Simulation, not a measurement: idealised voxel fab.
Module name: voxel spacer lines (process module)
In the cross-section labelled cut, the width is 235 nm and each square cell is 5 nm.
The cross-sections in this document take the form of a grid made of square cells. They are written out as bands, in order from top to bottom. Each band consists of one or more rows of cells. Heads up on the band format: heights come first, top then bottom, in nm. After that it's the materials left to right, each with its width in nm. A single material flagged "throughout" fills the whole band edge to edge, and "blank" means there's empty space there. Ref level 0: as-received wafer is one material below here. Bottom band extends down with no lower bound ("0 -> down"). A two-number width, for instance "30 to 40", indicates that the width is equal to the first number in the top row of the band and to the second number in the bottom row, and that it changes by a constant amount per row of cells. "remained the same" for a step: no cell of the cross-section changed in that step. You'll see "Closed internal cavities" listing empty spaces that have no way open to the top, as long as they're 8 cells or more; the notation is width x height at distance, where the distance is from the left edge, and all of it is in nm. It should be noted that, on the line of a given step, the content following the step's settings is a remark produced by the simulator itself with respect to that step. On any step carrying a mask, the "overlay nm" setting, if present on the step's line, tells how far right of its planned place the mask lay; negative values point to the left.
-- The steps planned for the process are as follows
1. RECEIVE,material Si
2. CONFORMAL_DEP,material Al2O3,thk nm 5
3. DIRECTIONAL_DEP,material W,thk nm 20
4. DIRECTIONAL_DEP,material polySi,thk nm 30
5. PATTERN,tone cover,mask id MANDREL,material resist,width nm 20,pitch nm 60,thk nm 35,overlay nm 0
6. DIRECTIONAL_ETCH,etch materials polySi,depth nm 30
7. STRIP,etch materials resist
8. CONFORMAL_DEP,material SiO2,thk nm 10
9. DIRECTIONAL_ETCH,etch materials SiO2,depth nm 10
10. STRIP,etch materials polySi
11. DIRECTIONAL_ETCH,etch materials W,depth nm 20
12. STRIP,etch materials SiO2
13. FILL_DEP,material SiO2,thk nm 5
14. CMP,height nm 25
-- First of two wafers - as planned
-- Wafer at receipt (post step 1), cross-section
    0 -> down  Si throughout
    Closed internal cavities: none
-- You're looking at a cross-section of the wafer after step 2
    5 -> 0  Al2O3 throughout
    All layers under 0 are left as they were.
-- You're looking at a cross-section of the wafer after step 3
    25 -> 5  W throughout
    All layers under 5 are left as they were.
-- You're looking at a cross-section of the wafer after step 4
    55 -> 25  polySi throughout
    All layers under 25 are left as they were.
-- You're looking at a cross-section of the wafer after step 5
    90 -> 55  blank 75 nm; resist 20 nm; blank 40 nm; resist 20 nm; blank 80 nm
    All layers under 55 are left as they were.
-- You're looking at a cross-section of the wafer after step 6
    90 -> 55  blank 75 nm; resist 20 nm; blank 40 nm; resist 20 nm; blank 80 nm
    55 -> 25  blank 75 nm; polySi 20 nm; blank 40 nm; polySi 20 nm; blank 80 nm
    All layers under 25 are left as they were.
-- You're looking at a cross-section of the wafer after step 7
    55 -> 25  blank 75 nm; polySi 20 nm; blank 40 nm; polySi 20 nm; blank 80 nm
    All layers under 25 are left as they were.
-- You're looking at a cross-section of the wafer after step 8
    65 -> 55  blank 65 nm; SiO2 40 nm; blank 20 nm; SiO2 40 nm; blank 70 nm
    55 -> 35  blank 65 nm; SiO2 10 nm; polySi 20 nm; SiO2 10 nm; blank 20 nm; SiO2 10 nm; polySi 20 nm; SiO2 10 nm; blank 70 nm
    35 -> 25  SiO2 75 nm; polySi 20 nm; SiO2 40 nm; polySi 20 nm; SiO2 80 nm
    All layers under 25 are left as they were.
-- You're looking at a cross-section of the wafer after step 9
    55 -> 25  blank 65 nm; SiO2 10 nm; polySi 20 nm; SiO2 10 nm; blank 20 nm; SiO2 10 nm; polySi 20 nm; SiO2 10 nm; blank 70 nm
    All layers under 25 are left as they were.
-- You're looking at a cross-section of the wafer after step 10
    55 -> 25  blank 65 nm; SiO2 10 nm; blank 20 nm; SiO2 10 nm; blank 20 nm; SiO2 10 nm; blank 20 nm; SiO2 10 nm; blank 70 nm
    All layers under 25 are left as they were.
-- You're looking at a cross-section of the wafer after step 11
    55 -> 25  blank 65 nm; SiO2 10 nm; blank 20 nm; SiO2 10 nm; blank 20 nm; SiO2 10 nm; blank 20 nm; SiO2 10 nm; blank 70 nm
    25 -> 5  blank 65 nm; W 10 nm; blank 20 nm; W 10 nm; blank 20 nm; W 10 nm; blank 20 nm; W 10 nm; blank 70 nm
    All layers under 5 are left as they were.
-- You're looking at a cross-section of the wafer after step 12
    25 -> 5  blank 65 nm; W 10 nm; blank 20 nm; W 10 nm; blank 20 nm; W 10 nm; blank 20 nm; W 10 nm; blank 70 nm
    All layers under 5 are left as they were.
-- You're looking at a cross-section of the wafer after step 13
    30 -> 25  SiO2 throughout
    25 -> 5  SiO2 65 nm; W 10 nm; SiO2 20 nm; W 10 nm; SiO2 20 nm; W 10 nm; SiO2 20 nm; W 10 nm; SiO2 70 nm
    All layers under 5 are left as they were.
-- You're looking at a cross-section of the wafer after step 14
    25 -> 5  SiO2 65 nm; W 10 nm; SiO2 20 nm; W 10 nm; SiO2 20 nm; W 10 nm; SiO2 20 nm; W 10 nm; SiO2 70 nm
    All layers under 5 are left as they were.
-- Wafer two: like wafer one in start and plan, but with one mistake in execution; identical up to and including step 9
-- Cross-section of the second wafer corresponding to the planned conclusion of step 10
    55 -> 25  blank 65 nm; SiO2 10 nm; blank 20 nm; SiO2 10 nm; blank 20 nm; SiO2 10 nm; blank 20 nm; SiO2 10 nm; blank 70 nm
    All layers under 25 are left as they were.
-- Cross-section of the second wafer corresponding to the planned conclusion of step 11
    55 -> 25  blank 65 nm; SiO2 10 nm; blank 20 nm; SiO2 10 nm; blank 20 nm; SiO2 10 nm; blank 20 nm; SiO2 10 nm; blank 70 nm
    25 -> 5  blank 65 nm; W 10 nm; blank 20 nm; W 10 nm; blank 20 nm; W 10 nm; blank 20 nm; W 10 nm; blank 70 nm
    All layers under 5 are left as they were.
-- Cross-section of the second wafer corresponding to the planned conclusion of step 12
    25 -> 5  blank 65 nm; W 10 nm; blank 20 nm; W 10 nm; blank 20 nm; W 10 nm; blank 20 nm; W 10 nm; blank 70 nm
    All layers under 5 are left as they were.
-- Cross-section of the second wafer corresponding to the planned conclusion of step 13
    30 -> 25  SiO2 throughout
    25 -> 5  SiO2 65 nm; W 10 nm; SiO2 20 nm; W 10 nm; SiO2 20 nm; W 10 nm; SiO2 20 nm; W 10 nm; SiO2 70 nm
    All layers under 5 are left as they were.
-- Cross-section of the second wafer corresponding to the planned conclusion of step 14
    25 -> 5  SiO2 65 nm; W 10 nm; SiO2 20 nm; W 10 nm; SiO2 20 nm; W 10 nm; SiO2 20 nm; W 10 nm; SiO2 70 nm
    All layers under 5 are left as they were.
Error vs. plan: step 10 in the plan was executed twice
The final cross-section is the same for the two wafers, so this model computes the same thing whether or not the mistake was made.
